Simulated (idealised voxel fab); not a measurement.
You're looking at the process module voxel self aligned contacts.
It is cross-section cut that appears here, measuring 180 nm in width, its square cells being 5 nm in size.
Throughout this document, each cross-section is represented as a grid of square cells and is presented as a sequence of bands enumerated from the top downward, where a band comprises one or more rows of cells. The band entry comprises the height of the band's top followed by the height of its bottom, expressed in nm, and subsequently the band's materials from left to right, each stated together with its width in nm. Where a single material is marked with the word "all across", that material fills the band from edge to edge. The word "blank" represents empty space. Below 0: as-received wafer, all one material; heights counted from there. Lowest band: no bottom, goes on down, written "z 0 and below". So if you see something like "30..40" for the width, read it as the top row of the band sitting at the first number and the bottom row at the second, with every row in between moving by the same amount as the last. It should be understood that the words "no alteration", when stated for a given step, signify that the cross-section underwent no change in any of its cells during that step. "Enclosed empty spaces" - sealed voids, min. 8 cells, no opening to top; format: width x height at distance (distance from left edge; nm throughout). Whatever follows a step's settings on its line is a remark the simulator itself makes about that step. You can add "overlay nm" to a step's line. For a step with a mask, it describes how far the mask lay to the right of its planned position, and a negative number describes a lay to the left.

# So here's the lineup of process steps we planned
1) RECEIVE with material Si
2) CONFORMAL_DEP with material SiO2, thk nm 5
3) DIRECTIONAL_DEP with material polySi, thk nm 20
4) DIRECTIONAL_DEP with material SiN, thk nm 20
5) MASKED_ETCH with tone cover, mask id GATE, width nm 30, pitch nm 75, etch materials SiN, depth nm 20, overlay nm 0
6) MASKED_ETCH with tone cover, mask id GATE, width nm 30, pitch nm 75, etch materials polySi, depth nm 20, overlay nm -15
7) CONFORMAL_DEP with material SiN, thk nm 10
8) DIRECTIONAL_ETCH with etch materials SiN, depth nm 10
9) FILL_DEP with material SiO2, thk nm 10
10) CMP with height nm 50
11) PATTERN with tone open, mask id CONTACT, material resist, width nm 55, thk nm 20, overlay nm 0
12) DIRECTIONAL_ETCH with etch materials SiO2, depth nm 50
13) STRIP with etch materials resist
14) CONFORMAL_DEP with material TiN, thk nm 5
15) FILL_DEP with material Ru, thk nm 5
16) CMP with height nm 50
17) CONFORMAL_DEP with material SiCN, thk nm 5
varied across the wafers: overlay nm of step 6. The plan shows the first wafer's value. All wafers start alike

# Step 1 complete: as-received cross-section of the first of several wafers
  z 0 and below: Si all across
  Enclosed empty spaces: none

# First wafer of several, cross-section, module end, after step 17 (last)
  z 55 to 50: SiCN all across
  z 50 to 45: SiO2 60 | TiN 20 | Ru 15 | TiN 20 | SiO2 65
  z 45 to 30: SiO2 25 | SiN 50 | TiN 5 | Ru 15 | TiN 5 | SiN 50 | SiO2 30
  z 30 to 25: SiO2 25 | SiN 50 | TiN 25 | SiN 50 | SiO2 30
  z 25 to 5: SiO2 10 | SiN 10 | polySi 45 | SiN 10 | TiN 10 | SiN 10 | polySi 45 | SiN 10 | SiO2 30
  z 5 to 0: SiO2 75 | TiN 10 | SiO2 95
  z 0 and below: Si all across
  Enclosed empty spaces: none

# Showing the last wafer in cross-section at the end of the module
  z 55 to 50: SiCN all across
  z 50 to 45: SiO2 60 | TiN 20 | Ru 15 | TiN 20 | SiO2 65
  z 45 to 30: SiO2 25 | SiN 50 | TiN 5 | Ru 15 | TiN 5 | SiN 50 | SiO2 30
  z 30 to 25: SiO2 25 | SiN 50 | TiN 25 | SiN 50 | SiO2 30
  z 25 to 5: SiO2 25 | SiN 10 | polySi 45 | SiN 10 | TiN 10 | SiN 10 | polySi 45 | SiN 10 | SiO2 15
  z 5 to 0: SiO2 90 | TiN 10 | SiO2 80
  z 0 and below: Si all across
  Enclosed empty spaces: none

# So in this table every wafer gets its own row, and what you see is where it stands at the end of the module: for each material, how many cells it picked up (+) or gave up (-) since we received it, and after that its closed voids
overlay nm -15; +12 Ru; +36 SiCN; +112 SiN; +135 SiO2; +29 TiN; +72 polySi; Enclosed empty spaces: none
overlay nm -10; +17 Ru; +36 SiCN; +112 SiN; +138 SiO2; +29 TiN; +64 polySi; Enclosed empty spaces: none
overlay nm -5; +22 Ru; +36 SiCN; +112 SiN; +141 SiO2; +29 TiN; +56 polySi; Enclosed empty spaces: none
overlay nm 0; +27 Ru; +36 SiCN; +112 SiN; +144 SiO2; +29 TiN; +48 polySi; Enclosed empty spaces: none
overlay nm 5; +22 Ru; +36 SiCN; +112 SiN; +141 SiO2; +29 TiN; +56 polySi; Enclosed empty spaces: none
overlay nm 10; +17 Ru; +36 SiCN; +112 SiN; +138 SiO2; +29 TiN; +64 polySi; Enclosed empty spaces: none
overlay nm 15; +12 Ru; +36 SiCN; +112 SiN; +135 SiO2; +29 TiN; +72 polySi; Enclosed empty spaces: none
